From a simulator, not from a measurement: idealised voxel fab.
process module | voxel self aligned vias
Xsec cut, 300 nm wide, square cell size 5 nm.
A cross-section is a grid of square cells, given in bands from the top down. A band is one or more rows of cells. The entry gives the band's vertical extent as a top height and a bottom height in nm, then its horizontal make-up as materials from left to right, each with a width in nm. "air" stands for empty space; a single material marked "everywhere" fills the band edge to edge. Heights are expressed relative to 0, this being the level below which the as-received wafer comprises one material exclusively. The lowest band is unbounded in the downward direction and is denoted as in "top 0, no bottom". Top row gets the first number, bottom row gets the second, and each row in between changes by the same step: that is how a band width like "30->40" works. Where a step carries "nothing different", the cross-section came out of it unchanged, cell for cell. Entrapped voids: empty space of 8 cells or more with no open way to the top, each as width x height at its distance from the left edge, in nm. Note: text after step settings on the step line = simulator remark on that step. overlay nm, on a step with a mask: how far to the right of its planned place the mask lay; to the left if negative.
THIS SECTION LISTS THE PROCESS STEPS THAT WERE PLANNED
1,op RECEIVE | material Si
2,op CONFORMAL_DEP | material SiO2 | thk nm 15
3,op CONFORMAL_DEP | material SiCN | thk nm 5
4,op DIRECTIONAL_DEP | material lowk | thk nm 30
5,op MASKED_ETCH | tone open | mask id LINES | width nm 20 | pitch nm 60 | etch materials lowk | depth nm 30 | overlay nm 0
6,op CONFORMAL_DEP | material TiN | thk nm 5
7,op FILL_DEP | material Ru | thk nm 10
8,op CMP | height nm 50
9,op SELECTIVE_ETCH | etch materials W Ru TiN | depth nm 5
10,op FILL_DEP | material SiN | thk nm 10
11,op CMP | height nm 50
12,op DIRECTIONAL_DEP | material lowk | thk nm 20
13,op MASKED_ETCH | tone open | mask id VIAS | width nm 30 | pitch nm 60 | etch materials lowk | depth nm 20 | overlay nm 0
14,op MASKED_ETCH | tone open | mask id VIAS | width nm 30 | pitch nm 60 | etch materials SiN | depth nm 5 | overlay nm 0
15,op CONFORMAL_DEP | material TiN | thk nm 5
16,op FILL_DEP | material Cu | thk nm 10
17,op CMP | height nm 70
18,op CONFORMAL_DEP | material SiN | thk nm 5
THIS IS THE CROSS-SECTION OF THE WAFER AS WE RECEIVED IT, I.E. AFTER STEP 1
- top 0, no bottom: Si everywhere
- Entrapped voids: none
POST-MODULE CROSS-SECTION OF THE FIRST OF TWO WAFERS (RUN PER PLAN)
- top 75, bottom 70: SiN everywhere
- top 70, bottom 55: lowk=75  TiN=5  Cu=20  TiN=5  lowk=30  TiN=5  Cu=20  TiN=5  lowk=30  TiN=5  Cu=20  TiN=5  lowk=75
- top 55, bottom 50: lowk=75  TiN=10  Cu=10  TiN=10  lowk=30  TiN=10  Cu=10  TiN=10  lowk=30  TiN=10  Cu=10  TiN=10  lowk=75
- top 50, bottom 45: lowk=80  TiN=20  lowk=40  TiN=20  lowk=40  TiN=20  lowk=80
- top 45, bottom 25: lowk=80  TiN=5  Ru=10  TiN=5  lowk=40  TiN=5  Ru=10  TiN=5  lowk=40  TiN=5  Ru=10  TiN=5  lowk=80
- top 25, bottom 20: lowk=80  TiN=20  lowk=40  TiN=20  lowk=40  TiN=20  lowk=80
- top 20, bottom 15: SiCN everywhere
- top 15, bottom 0: SiO2 everywhere
- top 0, no bottom: Si everywhere
- Entrapped voids: none
CROSS-SECTIONAL VIEW: SECOND OF TWO WAFERS, END OF MODULE; START AND PLAN IDENTICAL TO THE FIRST, ONE MISTAKE IN RUNNING
- top 75, bottom 70: SiN everywhere
- top 70, bottom 55: lowk=75  TiN=5  Cu=20  TiN=5  lowk=30  TiN=5  Cu=20  TiN=5  lowk=30  TiN=5  Cu=20  TiN=5  lowk=75
- top 55, bottom 50: lowk=75  TiN=15  Cu=5  TiN=10  lowk=30  TiN=15  Cu=5  TiN=10  lowk=30  TiN=15  Cu=5  TiN=10  lowk=75
- top 50, bottom 45: lowk=85  TiN=15  lowk=45  TiN=15  lowk=45  TiN=15  lowk=80
- top 45, bottom 25: lowk=85  TiN=5  Ru=5  TiN=5  lowk=45  TiN=5  Ru=5  TiN=5  lowk=45  TiN=5  Ru=5  TiN=5  lowk=80
- top 25, bottom 20: lowk=85  TiN=15  lowk=45  TiN=15  lowk=45  TiN=15  lowk=80
- top 20, bottom 15: SiCN everywhere
- top 15, bottom 0: SiO2 everywhere
- top 0, no bottom: Si everywhere
- Entrapped voids: none
Plan not followed: note that step 5 departed from the planned setting and was carried out as op MASKED_ETCH | tone open | mask id LINES | width nm 15 | pitch nm 60 | etch materials lowk | depth nm 30 | overlay nm 0
Upon completion, the second wafer contains, in terms of cells, a greater or smaller amount of certain materials than the first wafer: 3 fewer of Cu; 12 fewer of Ru; 3 fewer of TiN; 18 more of lowk
